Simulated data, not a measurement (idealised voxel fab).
Name of the process module below: voxel transistor to metal
The cross-section on display is named cut; it measures 260 nm wide, and its cells are 5 nm squares.
In what follows, cross-sections appear as grids of square cells, described through bands that run from the top down, where every band is one or more rows of cells. Heights first: top, then bottom, in nm. Then materials, left to right, each with a width in nm. "all across" on a single material: fills the band edge to edge. "air": empty space. We count height from 0. Below that, the starting wafer is all one material. The lowest band never ends at the bottom but goes on down; see "0 nm and below" for how that is written. Top row gets the first number, bottom row gets the second, and each row in between changes by the same step: that is how a band width like "30 to 40" works. What does "no change occurred" mean for a step? It means no cell of the cross-section changed in that step. Empty spaces counting at least 8 cells and having no open way to the top are listed in "Enclosed internal cavities". The notation width x height at distance is used for each, the distance being from the left edge and all three values in nm. That trailing text on a step's line, after the settings, is the simulator's own remark on the step. For masked steps, "overlay nm" on the step line gives how far right of plan the mask actually lay; a minus sign means it lay to the left.

THE STEPS PLANNED FOR THE PROCESS ARE AS FOLLOWS
1. RECEIVE | material Si
2. CONFORMAL_DEP | material SiO2 | thk nm 5
3. CONFORMAL_DEP | material SiN | thk nm 15
4. PATTERN | tone cover | mask id ACTIVE | material resist | width nm 90 | pitch nm 120 | thk nm 20 | overlay nm 0
5. DIRECTIONAL_ETCH | etch materials SiN | depth nm 15
6. DIRECTIONAL_ETCH | etch materials SiO2 | depth nm 5
7. DIRECTIONAL_ETCH | etch materials Si | depth nm 30
8. STRIP | etch materials resist
9. FILL_DEP | material SiO2 | thk nm 5
10. CMP | height nm 20
11. SELECTIVE_ETCH | etch materials SiO2 | depth nm 15
12. STRIP | etch materials SiN
13. SELECTIVE_ETCH | etch materials SiO2 | depth nm 5
14. OXIDIZE | depth nm 5
15. DIRECTIONAL_DEP | material polySi | thk nm 25
16. DIRECTIONAL_DEP | material SiCN | thk nm 10
17. MASKED_ETCH | tone cover | mask id GATE | width nm 20 | pitch nm 120 | etch materials SiCN | depth nm 20 | overlay nm 0
18. MASKED_ETCH | tone cover | mask id GATE | width nm 20 | pitch nm 120 | etch materials polySi | depth nm 35 | overlay nm 0
19. CONFORMAL_DEP | material SiN | thk nm 5
20. DIRECTIONAL_ETCH | etch materials SiN | depth nm 5
21. DIRECTIONAL_ETCH | etch materials SiO2 | depth nm 5
22. EPI | material SiGe | thk nm 5
23. FILL_DEP | material SiO2 | thk nm 5
24. CMP | height nm 35
25. DIRECTIONAL_DEP | material SiO2 | thk nm 10
26. DIRECTIONAL_DEP | material aC | thk nm 15
27. PATTERN | tone open | mask id CONTACT | material resist | width nm 25 | thk nm 30 | overlay nm 0
28. DIRECTIONAL_ETCH | etch materials aC | depth nm 15
29. STRIP | etch materials resist
30. DIRECTIONAL_ETCH | etch materials SiO2 | depth nm 45
31. STRIP | etch materials aC
32. CONFORMAL_DEP | material TiN | thk nm 5
33. FILL_DEP | material W | thk nm 10
34. CMP | height nm 45
35. CONFORMAL_DEP | material SiN | thk nm 5
36. DIRECTIONAL_DEP | material SiO2 | thk nm 25
37. DIRECTIONAL_DEP | material aC | thk nm 15
38. PATTERN | tone open | mask id METAL_1 | material resist | width nm 15 | thk nm 35 | overlay nm 0
39. DIRECTIONAL_ETCH | etch materials aC | depth nm 15
40. STRIP | etch materials resist
41. DIRECTIONAL_ETCH | etch materials SiO2 | depth nm 25
42. DIRECTIONAL_ETCH | etch materials SiN | depth nm 5
43. STRIP | etch materials aC
44. CONFORMAL_DEP | material TiN | thk nm 5
45. FILL_DEP | material Cu | thk nm 5
46. CMP | height nm 75
47. EPI | material Ru | thk nm 5
48. FILL_DEP | material SiCN | thk nm 5
49. DIRECTIONAL_DEP | material lowk | thk nm 25
50. PATTERN | tone open | mask id METAL_2 | material resist | width nm 15 | pitch nm 120 | thk nm 15 | overlay nm 0
51. DIRECTIONAL_ETCH | etch materials lowk | depth nm 15
52. STRIP | etch materials resist
53. DIRECTIONAL_DEP | material aC | thk nm 10
54. PATTERN | tone open | mask id METAL_2_HOLES | material resist | width nm 15 | pitch nm 120 | thk nm 30 | overlay nm 0
55. DIRECTIONAL_ETCH | etch materials aC | depth nm 10
56. STRIP | etch materials resist
57. DIRECTIONAL_ETCH | etch materials lowk | depth nm 10
58. DIRECTIONAL_ETCH | etch materials SiCN | depth nm 5
59. STRIP | etch materials aC
60. CONFORMAL_DEP | material TiN | thk nm 5
61. FILL_DEP | material Cu | thk nm 5
62. CMP | height nm 110
63. CONFORMAL_DEP | material SiN | thk nm 5

CROSS-SECTIONAL VIEW OF THE WAFER IN ITS AS-RECEIVED CONDITION, CORRESPONDING TO THE STATE AFTER STEP 1
  0 nm and below: Si all across
  Enclosed internal cavities: none

FIRST WAFER AT THE END, AS PLANNED
  115 nm to 110 nm: SiN all across
  110 nm to 85 nm: lowk=30  TiN=5  Cu=5  TiN=5  lowk=105  TiN=5  Cu=5  TiN=5  lowk=95
  85 nm to 80 nm: SiCN=30  TiN=15  SiCN=105  TiN=15  SiCN=95
  80 nm to 75 nm: SiCN=25  Ru=25  SiCN=40  Ru=25  SiCN=30  Ru=25  SiCN=40  Ru=25  SiCN=25
  75 nm to 50 nm: SiO2=30  TiN=5  Cu=5  TiN=5  SiO2=50  TiN=5  Cu=5  TiN=5  SiO2=40  TiN=5  Cu=5  TiN=5  SiO2=50  TiN=5  Cu=5  TiN=5  SiO2=30
  50 nm to 45 nm: SiN=30  TiN=15  SiN=50  TiN=15  SiN=40  TiN=15  SiN=50  TiN=15  SiN=30
  45 nm to 35 nm: SiO2=30  TiN=5  W=15  TiN=5  SiO2=30  TiN=5  W=15  TiN=5  SiO2=40  TiN=5  W=15  TiN=5  SiO2=30  TiN=5  W=15  TiN=5  SiO2=30
  35 nm to 25 nm: SiO2=30  TiN=5  W=15  TiN=5  SiN=5  SiCN=20  SiN=5  TiN=5  W=15  TiN=5  SiO2=40  TiN=5  W=15  TiN=5  SiN=5  SiCN=20  SiN=5  TiN=5  W=15  TiN=5  SiO2=30
  25 nm to 5 nm: SiO2=30  TiN=5  W=15  TiN=5  SiN=5  polySi=20  SiN=5  TiN=5  W=15  TiN=5  SiO2=40  TiN=5  W=15  TiN=5  SiN=5  polySi=20  SiN=5  TiN=5  W=15  TiN=5  SiO2=30
  5 nm to 0 nm: SiO2=30  TiN=25  SiN=5  polySi=20  SiN=5  TiN=25  SiO2=40  TiN=25  SiN=5  polySi=20  SiN=5  TiN=25  SiO2=30
  0 nm to -5 nm: SiO2=20  SiGe=35  SiO2=30  SiGe=35  SiO2=20  SiGe=35  SiO2=30  SiGe=35  SiO2=20
  -5 nm to -30 nm: SiO2=25  Si=90  SiO2=30  Si=90  SiO2=25
  -30 nm and below: Si all across
  Enclosed internal cavities: none

WAFER TWO, SECTIONED AFTER THE MODULE: THE FIRST WAFER'S START, THE FIRST WAFER'S PLAN, AND ONE MISTAKE IN HOW IT WAS RUN
  115 nm to 110 nm: SiN all across
  110 nm to 85 nm: lowk=30  TiN=5  Cu=5  TiN=5  lowk=105  TiN=5  Cu=5  TiN=5  lowk=95
  85 nm to 80 nm: SiCN=30  TiN=15  SiCN=105  TiN=15  SiCN=95
  80 nm to 75 nm: SiCN=25  Ru=25  SiCN=40  Ru=25  SiCN=30  Ru=25  SiCN=40  Ru=25  SiCN=25
  75 nm to 65 nm: SiO2=30  TiN=5  Cu=5  TiN=5  SiO2=50  TiN=5  Cu=5  TiN=5  SiO2=40  TiN=5  Cu=5  TiN=5  SiO2=50  TiN=5  Cu=5  TiN=5  SiO2=30
  65 nm to 60 nm: SiN=30  TiN=15  SiN=50  TiN=15  SiN=40  TiN=15  SiN=50  TiN=15  SiN=30
  60 nm to 50 nm: W all across
  50 nm to 45 nm: TiN=35  W=15  TiN=40  W=15  TiN=50  W=15  TiN=40  W=15  TiN=35
  45 nm to 35 nm: SiO2=30  TiN=5  W=15  TiN=5  SiO2=30  TiN=5  W=15  TiN=5  SiO2=40  TiN=5  W=15  TiN=5  SiO2=30  TiN=5  W=15  TiN=5  SiO2=30
  35 nm to 25 nm: SiO2=30  TiN=5  W=15  TiN=5  SiN=5  SiCN=20  SiN=5  TiN=5  W=15  TiN=5  SiO2=40  TiN=5  W=15  TiN=5  SiN=5  SiCN=20  SiN=5  TiN=5  W=15  TiN=5  SiO2=30
  25 nm to 5 nm: SiO2=30  TiN=5  W=15  TiN=5  SiN=5  polySi=20  SiN=5  TiN=5  W=15  TiN=5  SiO2=40  TiN=5  W=15  TiN=5  SiN=5  polySi=20  SiN=5  TiN=5  W=15  TiN=5  SiO2=30
  5 nm to 0 nm: SiO2=30  TiN=25  SiN=5  polySi=20  SiN=5  TiN=25  SiO2=40  TiN=25  SiN=5  polySi=20  SiN=5  TiN=25  SiO2=30
  0 nm to -5 nm: SiO2=20  SiGe=35  SiO2=30  SiGe=35  SiO2=20  SiGe=35  SiO2=30  SiGe=35  SiO2=20
  -5 nm to -30 nm: SiO2=25  Si=90  SiO2=30  Si=90  SiO2=25
  -30 nm and below: Si all across
  Enclosed internal cavities: none
Want to know what went wrong? step 34 in the plan did not get run; it was skipped
Final wafer comparison in cells, second versus first, more or fewer per material: -12 Cu; -120 SiO2; +16 TiN; +116 W
